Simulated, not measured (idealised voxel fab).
You're looking at the process module voxel self aligned vias.
Cross-section cut spans 265 nm and uses square cells 5 nm in size.
Cross-section spec: square-cell grid; bands listed top down; each band is one or more rows.
In this notation a band is specified by the heights of its top and bottom, in that order and in nm, after which its materials appear from left to right, each paired with its width in nm. The word "all across" attached to a single material means that material fills the band from edge to edge; the word "empty" stands for empty space.
Height datum 0, below which the as-received substrate wafer is one material. Lowest band open at the bottom, running downward: "top 0, no bottom".
Quick explanation for "30 to 40": the width changes in equal steps down the rows of cells, from the first number in the band's top row to the second number in its bottom row.
No cell of the cross-section changed in a step that is given as "left unchanged".
So "Closed void entries" is basically the list of trapped voids: any empty space of 8 cells or more that can't reach the top through an opening. They're written width x height at distance, the distance being from the left edge, and it's all nm.
Read whatever lies past the settings on a step's line as the simulator's own remark about the step.
overlay nm: step with mask; distance mask lay right of planned place; negative value = left of planned place.

### Set out below are the planned steps of the process
| 1 | RECEIVE: material Si |
| 2 | CONFORMAL_DEP: material SiO2, thk nm 15 |
| 3 | CONFORMAL_DEP: material SiCN, thk nm 5 |
| 4 | DIRECTIONAL_DEP: material lowk, thk nm 30 |
| 5 | MASKED_ETCH: tone open, mask id LINES, width nm 25, pitch nm 75, etch materials lowk, depth nm 30, overlay nm 0 |
| 6 | CONFORMAL_DEP: material TiN, thk nm 5 |
| 7 | FILL_DEP: material Ru, thk nm 10 |
| 8 | CMP: height nm 50 |
| 9 | SELECTIVE_ETCH: etch materials W Ru TiN, depth nm 5 |
| 10 | FILL_DEP: material SiN, thk nm 10 |
| 11 | CMP: height nm 50 |
| 12 | DIRECTIONAL_DEP: material lowk, thk nm 20 |
| 13 | PATTERN: tone open, mask id VIAS, material resist, width nm 45, thk nm 20, overlay nm 0 |
| 14 | DIRECTIONAL_ETCH: etch materials lowk, depth nm 20 |
| 15 | DIRECTIONAL_ETCH: etch materials SiN, depth nm 5 |
| 16 | STRIP: etch materials resist |
| 17 | CONFORMAL_DEP: material TiN, thk nm 5 |
| 18 | FILL_DEP: material W, thk nm 10 |
| 19 | CMP: height nm 70 |
| 20 | CONFORMAL_DEP: material SiN, thk nm 5 |

### Wafer cross-section on receipt, i.e. after step 1
  top 0, no bottom | Si all across
  Closed void entries: none

### Module complete - cross-section of the first of two wafers, run according to plan
  top 75, bottom 70 | SiN all across
  top 70, bottom 55 | 70 of lowk / 5 of TiN / 35 of W / 5 of TiN / 150 of lowk
  top 55, bottom 50 | 70 of lowk / 15 of TiN / 15 of W / 15 of TiN / 150 of lowk
  top 50, bottom 45 | 80 of lowk / 25 of TiN / 50 of lowk / 25 of SiN / 85 of lowk
  top 45, bottom 25 | 80 of lowk / 5 of TiN / 15 of Ru / 5 of TiN / 50 of lowk / 5 of TiN / 15 of Ru / 5 of TiN / 85 of lowk
  top 25, bottom 20 | 80 of lowk / 25 of TiN / 50 of lowk / 25 of TiN / 85 of lowk
  top 20, bottom 15 | SiCN all across
  top 15, bottom 0 | SiO2 all across
  top 0, no bottom | Si all across
  Closed void entries: none

### second wafer at the end: like start, like plan, one mistake
  top 90, bottom 85 | SiN all across
  top 85, bottom 75 | W all across
  top 75, bottom 70 | 75 of TiN / 35 of W / 155 of TiN
  top 70, bottom 55 | 70 of lowk / 5 of TiN / 35 of W / 5 of TiN / 150 of lowk
  top 55, bottom 50 | 70 of lowk / 15 of TiN / 15 of W / 15 of TiN / 150 of lowk
  top 50, bottom 45 | 80 of lowk / 25 of TiN / 50 of lowk / 25 of SiN / 85 of lowk
  top 45, bottom 25 | 80 of lowk / 5 of TiN / 15 of Ru / 5 of TiN / 50 of lowk / 5 of TiN / 15 of Ru / 5 of TiN / 85 of lowk
  top 25, bottom 20 | 80 of lowk / 25 of TiN / 50 of lowk / 25 of TiN / 85 of lowk
  top 20, bottom 15 | SiCN all across
  top 15, bottom 0 | SiO2 all across
  top 0, no bottom | Si all across
  Closed void entries: none
Plan not followed: step 19 of the plan got skipped, so it never ran
End of process, cell counts, second wafer against first, materials with more or fewer: +46 TiN | +113 W
